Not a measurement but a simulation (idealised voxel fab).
This is a process module. Its name is voxel spacer lines.
For reference, the cross-section in this document is cut, with width 225 nm and square cells of 5 nm.
Cross-section format: a grid of square cells, given as bands from top to bottom; each band is one or more rows of cells.
Heights first: top, then bottom, in nm. Then materials, left to right, each with a width in nm. "throughout" on a single material: fills the band edge to edge. "air": empty space.
Heights are expressed relative to 0, this being the level below which the as-received wafer comprises one material exclusively. The lowest band is unbounded in the downward direction and is denoted as in "0 -> down".
Read "30 to 40" as a graded width: first number on top, second number at the bottom, same change between each pair of neighbouring rows.
Where a step carries "changes: none", the cross-section came out of it unchanged, cell for cell.
"Enclosed internal cavities": sealed empty spaces, 8 cells or more, no open way to top, listed width x height at distance, with distance from the left edge and width, height and distance in nm.
Step line, after settings: the simulator's comment on this step.
A step line may carry the setting "overlay nm", which, for steps involving a mask, states the distance by which the mask lay to the right of its intended position; negative values denote displacement to the left.
So here's the lineup of process steps we planned:
step 1: op RECEIVE | material Si
step 2: op CONFORMAL_DEP | material Al2O3 | thk nm 5
step 3: op DIRECTIONAL_DEP | material polySi | thk nm 20
step 4: op DIRECTIONAL_DEP | material aC | thk nm 20
step 5: op PATTERN | tone cover | mask id MANDREL | material resist | width nm 20 | pitch nm 70 | thk nm 25 | overlay nm 0
step 6: op DIRECTIONAL_ETCH | etch materials aC | depth nm 20
step 7: op STRIP | etch materials resist
step 8: op CONFORMAL_DEP | material SiN | thk nm 15
step 9: op DIRECTIONAL_ETCH | etch materials SiN | depth nm 15
step 10: op STRIP | etch materials aC
step 11: op DIRECTIONAL_ETCH | etch materials polySi | depth nm 20
step 12: op STRIP | etch materials SiN
Cross-section of the incoming wafer, state after step 1:
* 0 -> down | Si throughout
* Enclosed internal cavities: none
End-of-module XS, first of two wafers, run as planned:
* 25 -> 5 | air=15, polySi=15, air=20, polySi=15, air=20, polySi=15, air=20, polySi=15, air=20, polySi=15, air=20, polySi=15, air=20
* 5 -> 0 | Al2O3 throughout
* 0 -> down | Si throughout
* Enclosed internal cavities: none
Second of two wafers, module complete, sectioned: it shares the first wafer's start and plan but was run with one mistake:
* 45 -> 40 | air=30, aC=20, air=50, aC=20, air=50, aC=20, air=35
* 40 -> 25 | air=15, polySi=15, aC=20, polySi=15, air=20, polySi=15, aC=20, polySi=15, air=20, polySi=15, aC=20, polySi=15, air=20
* 25 -> 20 | air=15, polySi=50, air=20, polySi=50, air=20, polySi=50, air=20
* 20 -> 5 | polySi throughout
* 5 -> 0 | Al2O3 throughout
* 0 -> down | Si throughout
* Enclosed internal cavities: none
Diagnosis: step 8 ran with different settings than intended, the actual operation and settings being op CONFORMAL_DEP | material polySi | thk nm 15
End of process, cell counts, second wafer against first, materials with more or fewer: 48 more of aC | 147 more of polySi
